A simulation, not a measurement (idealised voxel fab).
Process module under the name voxel gate over fins
The width of the displayed cross-section, cut, is 195 nm; its cells are square, with a size of 5 nm.
Bands, listed from the top down, are how a cross-section gets written in this document; the cross-section itself is a grid of square cells, and a band is one or more rows of them.
Heads up on the band format: heights come first, top then bottom, in nm. After that it's the materials left to right, each with its width in nm. A single material flagged "full width" fills the whole band edge to edge, and "air" means there's empty space there.
Heads up on the height convention: 0 is the point under which the incoming wafer is all one material, and the lowest band has no bottom, it just keeps going down, like "0 down".
With a width like "30->40", each row of cells in the band differs from the next by the same amount, the top row carrying the first number and the bottom row the second.
Take "no change" at face value: in the step it is given for, the cross-section changed in none of its cells.
Reported under the label "Closed internal cavities" are the empty spaces having no open way to the top and comprising 8 cells or more; the notation for each is width x height at distance, in which the distance is measured from the left edge and all three values are in nm.
Formally, on a step line, whatever follows the settings is a remark that the simulator itself makes on the step.
overlay nm: how far to the right of its planned place the mask lay on this masked step (negative: to the left).
Before/after cross-section pairs, one process step each; after shown to lowest changed band; step and settings beneath. Pairs may be from different runs of this module on the same starting wafer; a pair continues from the one above only where its "Pre-step snapshot" entry says so.
[Pre-step snapshot]
- 15 to 10: air 60 nm, then TiAl 80 nm, then air 55 nm
- 10 to 5: air 60 nm, then TiAl 5 nm, then TiN 30 nm, then TiAl 10 nm, then TiN 30 nm, then TiAl 5 nm, then air 55 nm
- 5 to 0: air 60 nm, then TiAl 5 nm, then TiN 5 nm, then HfO2 20 nm, then TiN 5 nm, then TiAl 10 nm, then TiN 5 nm, then HfO2 20 nm, then TiN 5 nm, then TiAl 5 nm, then air 55 nm
- 0 to -5: TiAl 65 nm, then TiN 5 nm, then HfO2 5 nm, then Si 10 nm, then HfO2 5 nm, then TiN 5 nm, then TiAl 10 nm, then TiN 5 nm, then HfO2 5 nm, then Si 10 nm, then HfO2 5 nm, then TiN 5 nm, then TiAl 60 nm
- -5 to -10: TiN 70 nm, then HfO2 5 nm, then Si 10 nm, then HfO2 5 nm, then TiN 20 nm, then HfO2 5 nm, then Si 10 nm, then HfO2 5 nm, then TiN 65 nm
- -10 to -15: HfO2 75 nm, then Si 10 nm, then HfO2 30 nm, then Si 10 nm, then HfO2 70 nm
- -15 to -35: SiO2 75 nm, then Si 10 nm, then SiO2 30 nm, then Si 10 nm, then SiO2 70 nm
- -35 down: Si full width
- Closed internal cavities: none
[State After Step]
- 20 to 15: air 55 nm, then TiN 90 nm, then air 50 nm
- 15 to 10: air 55 nm, then TiN 5 nm, then TiAl 80 nm, then TiN 5 nm, then air 50 nm
- 10 to 5: air 55 nm, then TiN 5 nm, then TiAl 5 nm, then TiN 30 nm, then TiAl 10 nm, then TiN 30 nm, then TiAl 5 nm, then TiN 5 nm, then air 50 nm
- 5 to 0: TiN 60 nm, then TiAl 5 nm, then TiN 5 nm, then HfO2 20 nm, then TiN 5 nm, then TiAl 10 nm, then TiN 5 nm, then HfO2 20 nm, then TiN 5 nm, then TiAl 5 nm, then TiN 55 nm
- All layers under 0 are left as they were.
- Closed internal cavities: none
The two cross-sections above bracket this step: CONFORMAL_DEP: material TiN, thk nm 5
Pre-step snapshot: after-step cross-section of the pair just above applies.
[State After Step]
- 35 to 20: W full width
- 20 to 15: W 55 nm, then TiN 90 nm, then W 50 nm
- 15 to 10: W 55 nm, then TiN 5 nm, then TiAl 80 nm, then TiN 5 nm, then W 50 nm
- 10 to 5: W 55 nm, then TiN 5 nm, then TiAl 5 nm, then TiN 30 nm, then TiAl 10 nm, then TiN 30 nm, then TiAl 5 nm, then TiN 5 nm, then W 50 nm
- All layers under 5 are left as they were.
- Closed internal cavities: none
The two cross-sections above bracket this step: FILL_DEP: material W, thk nm 15
Pre-step snapshot: after-step cross-section of the pair just above applies.
[State After Step]
- 30 to 20: W full width
- All layers under 20 are left as they were.
- Closed internal cavities: none
The two cross-sections above bracket this step: CMP: height nm 30
Pre-step snapshot: after-step cross-section of the pair just above applies.
[State After Step]
- 35 to 30: SiCN full width
- All layers under 30 are left as they were.
- Closed internal cavities: none
The two cross-sections above bracket this step: CONFORMAL_DEP: material SiCN, thk nm 5
[Pre-step snapshot]
- 10 to 0: SiN full width
- 0 down: Si full width
- Closed internal cavities: none
[State After Step]
- 25 to 10: air 65 nm, then resist 15 nm, then air 25 nm, then resist 15 nm, then air 75 nm
- All layers under 10 are left as they were.
- Closed internal cavities: none
The two cross-sections above bracket this step: PATTERN: tone cover, mask id FINS, material resist, width nm 15, pitch nm 40, thk nm 15, overlay nm -5
Pre-step snapshot: after-step cross-section of the pair just above applies.
[State After Step]
- 25 to 10: air 65 nm, then resist 15 nm, then air 25 nm, then resist 15 nm, then air 75 nm
- 10 to 0: air 65 nm, then SiN 15 nm, then air 25 nm, then SiN 15 nm, then air 75 nm
- All layers under 0 are left as they were.
- Closed internal cavities: none
The two cross-sections above bracket this step: DIRECTIONAL_ETCH: etch materials SiN, depth nm 10
Pre-step snapshot: after-step cross-section of the pair just above applies.
[State After Step]
- 25 to 10: air 65 nm, then resist 15 nm, then air 25 nm, then resist 15 nm, then air 75 nm
- 10 to 0: air 65 nm, then SiN 15 nm, then air 25 nm, then SiN 15 nm, then air 75 nm
- 0 to -30: air 65 nm, then Si 15 nm, then air 25 nm, then Si 15 nm, then air 75 nm
- All layers under -30 are left as they were.
- Closed internal cavities: none
The two cross-sections above bracket this step: DIRECTIONAL_ETCH: etch materials Si, depth nm 30
Pre-step snapshot: after-step cross-section of the pair just above applies.
[State After Step]
- 10 to 0: air 65 nm, then SiN 15 nm, then air 25 nm, then SiN 15 nm, then air 75 nm
- All layers under 0 are left as they were.
- Closed internal cavities: none
The two cross-sections above bracket this step: STRIP: etch materials resist
Pre-step snapshot: after-step cross-section of the pair just above applies.
[State After Step]
- 10 to 0: air 65 nm, then SiN 15 nm, then air 25 nm, then SiN 15 nm, then air 75 nm
- 0 to -30: air 65 nm, then SiO2 5 nm, then Si 5 nm, then SiO2 5 nm, then air 25 nm, then SiO2 5 nm, then Si 5 nm, then SiO2 5 nm, then air 75 nm
- -30 to -35: SiO2 70 nm, then Si 5 nm, then SiO2 35 nm, then Si 5 nm, then SiO2 80 nm
- All layers under -35 are left as they were.
- Closed internal cavities: none
The two cross-sections above bracket this step: OXIDIZE: depth nm 5
Pre-step snapshot: after-step cross-section of the pair just above applies.
[State After Step]
- 15 to 10: SiO2 full width
- 10 to 0: SiO2 65 nm, then SiN 15 nm, then SiO2 25 nm, then SiN 15 nm, then SiO2 75 nm
- 0 to -35: SiO2 70 nm, then Si 5 nm, then SiO2 35 nm, then Si 5 nm, then SiO2 80 nm
- All layers under -35 are left as they were.
- Closed internal cavities: none
The two cross-sections above bracket this step: FILL_DEP: material SiO2, thk nm 5
Pre-step snapshot: after-step cross-section of the pair just above applies.
[State After Step]
- 10 to 0: SiO2 65 nm, then SiN 15 nm, then SiO2 25 nm, then SiN 15 nm, then SiO2 75 nm
- All layers under 0 are left as they were.
- Closed internal cavities: none
The two cross-sections above bracket this step: CMP: height nm 10
Pre-step snapshot: after-step cross-section of the pair just above applies.
[State After Step]
- 10 to 0: air 65 nm, then SiN 15 nm, then air 25 nm, then SiN 15 nm, then air 75 nm
- 0 to -15: air 70 nm, then Si 5 nm, then air 35 nm, then Si 5 nm, then air 80 nm
- All layers under -15 are left as they were.
- Closed internal cavities: none
The two cross-sections above bracket this step: SELECTIVE_ETCH: etch materials SiO2, depth nm 25
Pre-step snapshot: after-step cross-section of the pair just above applies.
[State After Step]
- 0 to -15: air 70 nm, then Si 5 nm, then air 35 nm, then Si 5 nm, then air 80 nm
- All layers under -15 are left as they were.
- Closed internal cavities: none
The two cross-sections above bracket this step: STRIP: etch materials SiN
Pre-step snapshot: after-step cross-section of the pair just above applies.
[State After Step]
- 5 to 0: air 65 nm, then HfO2 15 nm, then air 25 nm, then HfO2 15 nm, then air 75 nm
- 0 to -10: air 65 nm, then HfO2 5 nm, then Si 5 nm, then HfO2 5 nm, then air 25 nm, then HfO2 5 nm, then Si 5 nm, then HfO2 5 nm, then air 75 nm
- -10 to -15: HfO2 70 nm, then Si 5 nm, then HfO2 35 nm, then Si 5 nm, then HfO2 80 nm
- All layers under -15 are left as they were.
- Closed internal cavities: none
The two cross-sections above bracket this step: CONFORMAL_DEP: material HfO2, thk nm 5
Pre-step snapshot: after-step cross-section of the pair just above applies.
[State After Step]
- 10 to 5: air 60 nm, then TiN 25 nm, then air 15 nm, then TiN 25 nm, then air 70 nm
- 5 to 0: air 60 nm, then TiN 5 nm, then HfO2 15 nm, then TiN 5 nm, then air 15 nm, then TiN 5 nm, then HfO2 15 nm, then TiN 5 nm, then air 70 nm
- 0 to -5: air 60 nm, then TiN 5 nm, then HfO2 5 nm, then Si 5 nm, then HfO2 5 nm, then TiN 5 nm, then air 15 nm, then TiN 5 nm, then HfO2 5 nm, then Si 5 nm, then HfO2 5 nm, then TiN 5 nm, then air 70 nm
- -5 to -10: TiN 65 nm, then HfO2 5 nm, then Si 5 nm, then HfO2 5 nm, then TiN 25 nm, then HfO2 5 nm, then Si 5 nm, then HfO2 5 nm, then TiN 75 nm
- All layers under -10 are left as they were.
- Closed internal cavities: none
The two cross-sections above bracket this step: CONFORMAL_DEP: material TiN, thk nm 5
Pre-step snapshot: after-step cross-section of the pair just above applies.
[State After Step]
- 15 to 10: air 55 nm, then TiAl 35 nm, then air 5 nm, then TiAl 35 nm, then air 65 nm
- 10 to 5: air 55 nm, then TiAl 5 nm, then TiN 25 nm, then TiAl 5 nm, then air 5 nm, then TiAl 5 nm, then TiN 25 nm, then TiAl 5 nm, then air 65 nm
- 5 to 0: air 55 nm, then TiAl 5 nm, then TiN 5 nm, then HfO2 15 nm, then TiN 5 nm, then TiAl 5 nm, then air 5 nm, then TiAl 5 nm, then TiN 5 nm, then HfO2 15 nm, then TiN 5 nm, then TiAl 5 nm, then air 65 nm
- 0 to -5: TiAl 60 nm, then TiN 5 nm, then HfO2 5 nm, then Si 5 nm, then HfO2 5 nm, then TiN 5 nm, then TiAl 15 nm, then TiN 5 nm, then HfO2 5 nm, then Si 5 nm, then HfO2 5 nm, then TiN 5 nm, then TiAl 70 nm
- All layers under -5 are left as they were.
- Closed internal cavities: none
The two cross-sections above bracket this step: CONFORMAL_DEP: material TiAl, thk nm 5
Pre-step snapshot: after-step cross-section of the pair just above applies.
[State After Step]
- 20 to 15: air 50 nm, then TiN 85 nm, then air 60 nm
- 15 to 10: air 50 nm, then TiN 5 nm, then TiAl 35 nm, then TiN 5 nm, then TiAl 35 nm, then TiN 5 nm, then air 60 nm
- 10 to 5: air 50 nm, then TiN 5 nm, then TiAl 5 nm, then TiN 25 nm, then TiAl 5 nm, then TiN 5 nm, then TiAl 5 nm, then TiN 25 nm, then TiAl 5 nm, then TiN 5 nm, then air 60 nm
- 5 to 0: TiN 55 nm, then TiAl 5 nm, then TiN 5 nm, then HfO2 15 nm, then TiN 5 nm, then TiAl 5 nm, then TiN 5 nm, then TiAl 5 nm, then TiN 5 nm, then HfO2 15 nm, then TiN 5 nm, then TiAl 5 nm, then TiN 65 nm
- All layers under 0 are left as they were.
- Closed internal cavities: none
The two cross-sections above bracket this step: CONFORMAL_DEP: material TiN, thk nm 5
Pre-step snapshot: after-step cross-section of the pair just above applies.
[State After Step]
- 35 to 20: W full width
- 20 to 15: W 50 nm, then TiN 85 nm, then W 60 nm
- 15 to 10: W 50 nm, then TiN 5 nm, then TiAl 35 nm, then TiN 5 nm, then TiAl 35 nm, then TiN 5 nm, then W 60 nm
- 10 to 5: W 50 nm, then TiN 5 nm, then TiAl 5 nm, then TiN 25 nm, then TiAl 5 nm, then TiN 5 nm, then TiAl 5 nm, then TiN 25 nm, then TiAl 5 nm, then TiN 5 nm, then W 60 nm
- All layers under 5 are left as they were.
- Closed internal cavities: none
The two cross-sections above bracket this step: FILL_DEP: material W, thk nm 15
Pre-step snapshot: after-step cross-section of the pair just above applies.
[State After Step]
- 30 to 20: W full width
- All layers under 20 are left as they were.
- Closed internal cavities: none
The two cross-sections above bracket this step: CMP: height nm 30
Pre-step snapshot: after-step cross-section of the pair just above applies.
[State After Step]
- 35 to 30: SiCN full width
- All layers under 30 are left as they were.
- Closed internal cavities: none
The two cross-sections above bracket this step: CONFORMAL_DEP: material SiCN, thk nm 5
[Pre-step snapshot]
- 0 down: Si full width
- Closed internal cavities: none
[State After Step]
- 10 to 0: SiCN full width
- All layers under 0 are left as they were.
- Closed internal cavities: none
The two cross-sections above bracket this step: CONFORMAL_DEP: material SiCN, thk nm 10
Pre-step snapshot: after-step cross-section of the pair just above applies.
[State After Step]
- 25 to 10: air 70 nm, then resist 15 nm, then air 25 nm, then resist 15 nm, then air 70 nm
- All layers under 10 are left as they were.
- Closed internal cavities: none
The two cross-sections above bracket this step: PATTERN: tone cover, mask id FINS, material resist, width nm 15, pitch nm 40, thk nm 15, overlay nm 0
Pre-step snapshot: after-step cross-section of the pair just above applies.
[State After Step]
- 10 to 0: SiCN full width
- All layers under 0 are left as they were.
- Closed internal cavities: none
The two cross-sections above bracket this step: STRIP: etch materials resist
Pre-step snapshot: after-step cross-section of the pair just above applies.
[State After Step]
- 15 to 10: SiO2 full width
- All layers under 10 are left as they were.
- Closed internal cavities: none
The two cross-sections above bracket this step: FILL_DEP: material SiO2, thk nm 5
Pre-step snapshot: after-step cross-section of the pair just above applies.
[State After Step]
- 10 to 0: SiCN full width
- All layers under 0 are left as they were.
- Closed internal cavities: none
The two cross-sections above bracket this step: CMP: height nm 10
Pre-step snapshot: after-step cross-section of the pair just above applies.
[State After Step]
- 15 to 10: HfO2 full width
- All layers under 10 are left as they were.
- Closed internal cavities: none
The two cross-sections above bracket this step: CONFORMAL_DEP: material HfO2, thk nm 5
Pre-step snapshot: after-step cross-section of the pair just above applies.
[State After Step]
- 20 to 15: TiN full width
- All layers under 15 are left as they were.
- Closed internal cavities: none
The two cross-sections above bracket this step: CONFORMAL_DEP: material TiN, thk nm 5
Pre-step snapshot: after-step cross-section of the pair just above applies.
[State After Step]
- 25 to 20: TiAl full width
- All layers under 20 are left as they were.
- Closed internal cavities: none
The two cross-sections above bracket this step: CONFORMAL_DEP: material TiAl, thk nm 5
Pre-step snapshot: after-step cross-section of the pair just above applies.
[State After Step]
- 30 to 25: TiN full width
- All layers under 25 are left as they were.
- Closed internal cavities: none
The two cross-sections above bracket this step: CONFORMAL_DEP: material TiN, thk nm 5
Pre-step snapshot: after-step cross-section of the pair just above applies.
[State After Step]
- 45 to 30: W full width
- All layers under 30 are left as they were.
- Closed internal cavities: none
The two cross-sections above bracket this step: FILL_DEP: material W, thk nm 15
Pre-step snapshot: after-step cross-section of the pair just above applies.
[State After Step]
- 30 to 25: TiN full width
- All layers under 25 are left as they were.
- Closed internal cavities: none
The two cross-sections above bracket this step: CMP: height nm 30
Pre-step snapshot: after-step cross-section of the pair just above applies.
[State After Step]
- 35 to 30: SiCN full width
- All layers under 30 are left as they were.
- Closed internal cavities: none
The two cross-sections above bracket this step: CONFORMAL_DEP: material SiCN, thk nm 5
[Pre-step snapshot]
- 10 to 0: SiN full width
- 0 down: Si full width
- Closed internal cavities: none
[State After Step]
- 25 to 10: resist 70 nm, then air 15 nm, then resist 25 nm, then air 15 nm, then resist 70 nm
- All layers under 10 are left as they were.
- Closed internal cavities: none
The two cross-sections above bracket this step: PATTERN: tone open, mask id FINS, material resist, width nm 15, pitch nm 40, thk nm 15, overlay nm 0
Pre-step snapshot: after-step cross-section of the pair just above applies.
[State After Step]
- 25 to 10: resist 70 nm, then air 15 nm, then resist 25 nm, then air 15 nm, then resist 70 nm
- 10 to 0: SiN 70 nm, then air 15 nm, then SiN 25 nm, then air 15 nm, then SiN 70 nm
- All layers under 0 are left as they were.
- Closed internal cavities: none
The two cross-sections above bracket this step: DIRECTIONAL_ETCH: etch materials SiN, depth nm 10
Pre-step snapshot: after-step cross-section of the pair just above applies.
[State After Step]
- 25 to 10: resist 70 nm, then air 15 nm, then resist 25 nm, then air 15 nm, then resist 70 nm
- 10 to 0: SiN 70 nm, then air 15 nm, then SiN 25 nm, then air 15 nm, then SiN 70 nm
- 0 to -30: Si 70 nm, then air 15 nm, then Si 25 nm, then air 15 nm, then Si 70 nm
- All layers under -30 are left as they were.
- Closed internal cavities: none
The two cross-sections above bracket this step: DIRECTIONAL_ETCH: etch materials Si, depth nm 30
Pre-step snapshot: after-step cross-section of the pair just above applies.
[State After Step]
- 10 to 0: SiN 70 nm, then air 15 nm, then SiN 25 nm, then air 15 nm, then SiN 70 nm
- All layers under 0 are left as they were.
- Closed internal cavities: none
The two cross-sections above bracket this step: STRIP: etch materials resist
Pre-step snapshot: after-step cross-section of the pair just above applies.
[State After Step]
- 10 to 0: SiN 70 nm, then air 15 nm, then SiN 25 nm, then air 15 nm, then SiN 70 nm
- 0 to -30: Si 65 nm, then SiO2 5 nm, then air 15 nm, then SiO2 5 nm, then Si 15 nm, then SiO2 5 nm, then air 15 nm, then SiO2 5 nm, then Si 65 nm
- -30 to -35: Si 65 nm, then SiO2 25 nm, then Si 15 nm, then SiO2 25 nm, then Si 65 nm
- All layers under -35 are left as they were.
- Closed internal cavities: none
The two cross-sections above bracket this step: OXIDIZE: depth nm 5
Pre-step snapshot: after-step cross-section of the pair just above applies.
[State After Step]
- 15 to 10: SiO2 full width
- 10 to 0: SiN 70 nm, then SiO2 15 nm, then SiN 25 nm, then SiO2 15 nm, then SiN 70 nm
- 0 to -35: Si 65 nm, then SiO2 25 nm, then Si 15 nm, then SiO2 25 nm, then Si 65 nm
- All layers under -35 are left as they were.
- Closed internal cavities: none
The two cross-sections above bracket this step: FILL_DEP: material SiO2, thk nm 5
Pre-step snapshot: after-step cross-section of the pair just above applies.
[State After Step]
- 10 to 0: SiN 70 nm, then SiO2 15 nm, then SiN 25 nm, then SiO2 15 nm, then SiN 70 nm
- All layers under 0 are left as they were.
- Closed internal cavities: none
The two cross-sections above bracket this step: CMP: height nm 10
Pre-step snapshot: after-step cross-section of the pair just above applies.
[State After Step]
- 10 to 0: SiN 70 nm, then air 15 nm, then SiN 25 nm, then air 15 nm, then SiN 70 nm
- 0 to -15: Si 65 nm, then air 25 nm, then Si 15 nm, then air 25 nm, then Si 65 nm
- All layers under -15 are left as they were.
- Closed internal cavities: none
The two cross-sections above bracket this step: SELECTIVE_ETCH: etch materials SiO2, depth nm 25
Pre-step snapshot: after-step cross-section of the pair just above applies.
[State After Step]
- 0 to -15: Si 65 nm, then air 25 nm, then Si 15 nm, then air 25 nm, then Si 65 nm
- All layers under -15 are left as they were.
- Closed internal cavities: none
The two cross-sections above bracket this step: STRIP: etch materials SiN
Pre-step snapshot: after-step cross-section of the pair just above applies.
[State After Step]
- 5 to 0: HfO2 70 nm, then air 15 nm, then HfO2 25 nm, then air 15 nm, then HfO2 70 nm
- 0 to -10: Si 65 nm, then HfO2 5 nm, then air 15 nm, then HfO2 5 nm, then Si 15 nm, then HfO2 5 nm, then air 15 nm, then HfO2 5 nm, then Si 65 nm
- -10 to -15: Si 65 nm, then HfO2 25 nm, then Si 15 nm, then HfO2 25 nm, then Si 65 nm
- All layers under -15 are left as they were.
- Closed internal cavities: none
The two cross-sections above bracket this step: CONFORMAL_DEP: material HfO2, thk nm 5
Pre-step snapshot: after-step cross-section of the pair just above applies.
[State After Step]
- 10 to 5: TiN 75 nm, then air 5 nm, then TiN 35 nm, then air 5 nm, then TiN 75 nm
- 5 to 0: HfO2 70 nm, then TiN 5 nm, then air 5 nm, then TiN 5 nm, then HfO2 25 nm, then TiN 5 nm, then air 5 nm, then TiN 5 nm, then HfO2 70 nm
- 0 to -5: Si 65 nm, then HfO2 5 nm, then TiN 5 nm, then air 5 nm, then TiN 5 nm, then HfO2 5 nm, then Si 15 nm, then HfO2 5 nm, then TiN 5 nm, then air 5 nm, then TiN 5 nm, then HfO2 5 nm, then Si 65 nm
- -5 to -10: Si 65 nm, then HfO2 5 nm, then TiN 15 nm, then HfO2 5 nm, then Si 15 nm, then HfO2 5 nm, then TiN 15 nm, then HfO2 5 nm, then Si 65 nm
- All layers under -10 are left as they were.
- Closed internal cavities: none
The two cross-sections above bracket this step: CONFORMAL_DEP: material TiN, thk nm 5
Pre-step snapshot: after-step cross-section of the pair just above applies.
[State After Step]
- 15 to 10: TiAl full width
- 10 to 5: TiN 75 nm, then TiAl 5 nm, then TiN 35 nm, then TiAl 5 nm, then TiN 75 nm
- 5 to 0: HfO2 70 nm, then TiN 5 nm, then TiAl 5 nm, then TiN 5 nm, then HfO2 25 nm, then TiN 5 nm, then TiAl 5 nm, then TiN 5 nm, then HfO2 70 nm
- 0 to -5: Si 65 nm, then HfO2 5 nm, then TiN 5 nm, then TiAl 5 nm, then TiN 5 nm, then HfO2 5 nm, then Si 15 nm, then HfO2 5 nm, then TiN 5 nm, then TiAl 5 nm, then TiN 5 nm, then HfO2 5 nm, then Si 65 nm
- All layers under -5 are left as they were.
- Closed internal cavities: none
The two cross-sections above bracket this step: CONFORMAL_DEP: material TiAl, thk nm 5
Pre-step snapshot: after-step cross-section of the pair just above applies.
[State After Step]
- 20 to 15: TiN full width
- All layers under 15 are left as they were.
- Closed internal cavities: none
The two cross-sections above bracket this step: CONFORMAL_DEP: material TiN, thk nm 5
Pre-step snapshot: after-step cross-section of the pair just above applies.
[State After Step]
- 35 to 20: W full width
- All layers under 20 are left as they were.
- Closed internal cavities: none
The two cross-sections above bracket this step: FILL_DEP: material W, thk nm 15
Pre-step snapshot: after-step cross-section of the pair just above applies.
[State After Step]
- 30 to 20: W full width
- All layers under 20 are left as they were.
- Closed internal cavities: none
The two cross-sections above bracket this step: CMP: height nm 30
Pre-step snapshot: after-step cross-section of the pair just above applies.
[State After Step]
- 35 to 30: SiCN full width
- All layers under 30 are left as they were.
- Closed internal cavities: none
The two cross-sections above bracket this step: CONFORMAL_DEP: material SiCN, thk nm 5
